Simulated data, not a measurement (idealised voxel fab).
process module | voxel capacitor over wiring
cross-section cut | 195 nm wide | cells 5 nm
A cross-section is a grid of square cells, given in bands from the top down. A band is one or more rows of cells.
Each band's line starts with the height of the band's top and of its bottom, in nm. Then come its materials from left to right, each with its width in nm. One material with "throughout" fills the band from edge to edge. "air" is empty space.
Height 0 is the level under which the wafer as received is all one material. The lowest band goes on downwards, as in "0 down".
A width such as "30 to 40" changes by the same amount from each row of cells to the next, from the band's top row to its bottom row.
"no change" after a step means that no cell of the cross-section changed.
closed voids: empty space of 8 cells or more with no open way to the top, each as width x height at its distance from the left edge, in nm
after a step's settings: what the simulator itself notes on the step
overlay nm, on a step with a mask: how far to the right of its planned place the mask lay; to the left if negative
plan
1 op RECEIVE | material Si
2 op CONFORMAL_DEP | material SiO2 | thk nm 10
3 op DIRECTIONAL_DEP | material TiN | thk nm 5
4 op DIRECTIONAL_DEP | material W | thk nm 25
5 op PATTERN | tone cover | mask id METAL_1 | material resist | width nm 25 | pitch nm 90 | thk nm 15 | overlay nm 0
6 op DIRECTIONAL_ETCH | etch materials W | depth nm 25
7 op DIRECTIONAL_ETCH | etch materials TiN | depth nm 5
8 op STRIP | etch materials resist
9 op CONFORMAL_DEP | material SiN | thk nm 5
10 op FILL_DEP | material SiO2 | thk nm 5
11 op CMP | height nm 40
12 op CONFORMAL_DEP | material SiCN | thk nm 5
13 op DIRECTIONAL_DEP | material SiO2 | thk nm 20
14 op DIRECTIONAL_DEP | material aC | thk nm 15
15 op PATTERN | tone open | mask id PLUG_1 | material resist | width nm 15 | thk nm 35 | overlay nm 0
16 op DIRECTIONAL_ETCH | etch materials aC | depth nm 15
17 op STRIP | etch materials resist
18 op DIRECTIONAL_ETCH | etch materials SiO2 | depth nm 20
19 op DIRECTIONAL_ETCH | etch materials SiCN | depth nm 5
20 op STRIP | etch materials aC
21 op EPI | material Ru | thk nm 10
22 op EPI | material Ru | thk nm 10
23 op EPI | material Ru | thk nm 5
24 op DIRECTIONAL_DEP | material TiN | thk nm 5
25 op DIRECTIONAL_DEP | material Al2O3 | thk nm 5
26 op DIRECTIONAL_DEP | material TiN | thk nm 10
27 op MASKED_ETCH | tone cover | mask id UPPER_PLATE | width nm 70 | etch materials TiN | depth nm 10 | overlay nm 0
28 op MASKED_ETCH | tone cover | mask id UPPER_PLATE | width nm 60 | etch materials Al2O3 | depth nm 5 | overlay nm 0
29 op MASKED_ETCH | tone cover | mask id LOWER_PLATE | width nm 80 | etch materials TiN | depth nm 5 | overlay nm 0
30 op FILL_DEP | material SiO2 | thk nm 20
31 op CMP | height nm 100
32 op MASKED_ETCH | tone open | mask id PLUG_2 | width nm 15 | etch materials SiO2 | depth nm 15 | overlay nm 0
33 op CONFORMAL_DEP | material TiN | thk nm 5
34 op FILL_DEP | material Ru | thk nm 5
35 op CMP | height nm 100
36 op CONFORMAL_DEP | material SiCN | thk nm 5
varied across the wafers: width nm of step 28. The plan shows the first wafer's value. All wafers start alike
first wafer as received, after step 1
  0 down: Si throughout
  closed voids: none
first wafer at the end, after step 36
  105 to 100: SiCN throughout
  100 to 90: SiO2 60 | TiN 5 | Ru 5 | TiN 5 | SiO2 120
  90 to 85: SiO2 60 | TiN 15 | SiO2 120
  85 to 75: SiO2 50 | TiN 70 | SiO2 75
  75 to 70: SiO2 50 | Al2O3 70 | SiO2 75
  70 to 65: SiO2 45 | TiN 80 | SiO2 70
  65 to 45: SiO2 50 | Ru 15 | SiO2 130
  45 to 40: SiCN 50 | Ru 15 | SiCN 130
  40 to 15: SiO2 35 | SiN 5 | W 25 | SiN 5 | SiO2 55 | SiN 5 | W 25 | SiN 5 | SiO2 35
  15 to 10: SiN 40 | TiN 25 | SiN 65 | TiN 25 | SiN 40
  10 to 0: SiO2 throughout
  0 down: Si throughout
  closed voids: none
last wafer at the end
  105 to 100: SiCN throughout
  100 to 90: SiO2 60 | TiN 5 | Ru 5 | TiN 5 | SiO2 120
  90 to 85: SiO2 60 | TiN 15 | SiO2 120
  85 to 75: SiO2 50 | TiN 70 | SiO2 75
  75 to 70: SiO2 45 | Al2O3 85 | SiO2 65
  70 to 65: SiO2 45 | TiN 85 | SiO2 65
  65 to 45: SiO2 50 | Ru 15 | SiO2 130
  45 to 40: SiCN 50 | Ru 15 | SiCN 130
  40 to 15: SiO2 35 | SiN 5 | W 25 | SiN 5 | SiO2 55 | SiN 5 | W 25 | SiN 5 | SiO2 35
  15 to 10: SiN 40 | TiN 25 | SiN 65 | TiN 25 | SiN 40
  10 to 0: SiO2 throughout
  0 down: Si throughout
  closed voids: none
each wafer at the end: cells of each material gained (+) or lost (-) since it was received, then its closed voids
width nm 60 | +14 Al2O3 | +17 Ru | +75 SiCN | +49 SiN | +553 SiO2 | +61 TiN | +50 W | closed voids: none
width nm 65 | +14 Al2O3 | +17 Ru | +75 SiCN | +49 SiN | +553 SiO2 | +61 TiN | +50 W | closed voids: none
width nm 70 | +14 Al2O3 | +17 Ru | +75 SiCN | +49 SiN | +553 SiO2 | +61 TiN | +50 W | closed voids: none
width nm 75 | +15 Al2O3 | +17 Ru | +75 SiCN | +49 SiN | +552 SiO2 | +61 TiN | +50 W | closed voids: none
width nm 80 | +16 Al2O3 | +17 Ru | +75 SiCN | +49 SiN | +551 SiO2 | +61 TiN | +50 W | closed voids: none
width nm 85 | +17 Al2O3 | +17 Ru | +75 SiCN | +49 SiN | +549 SiO2 | +62 TiN | +50 W | closed voids: none
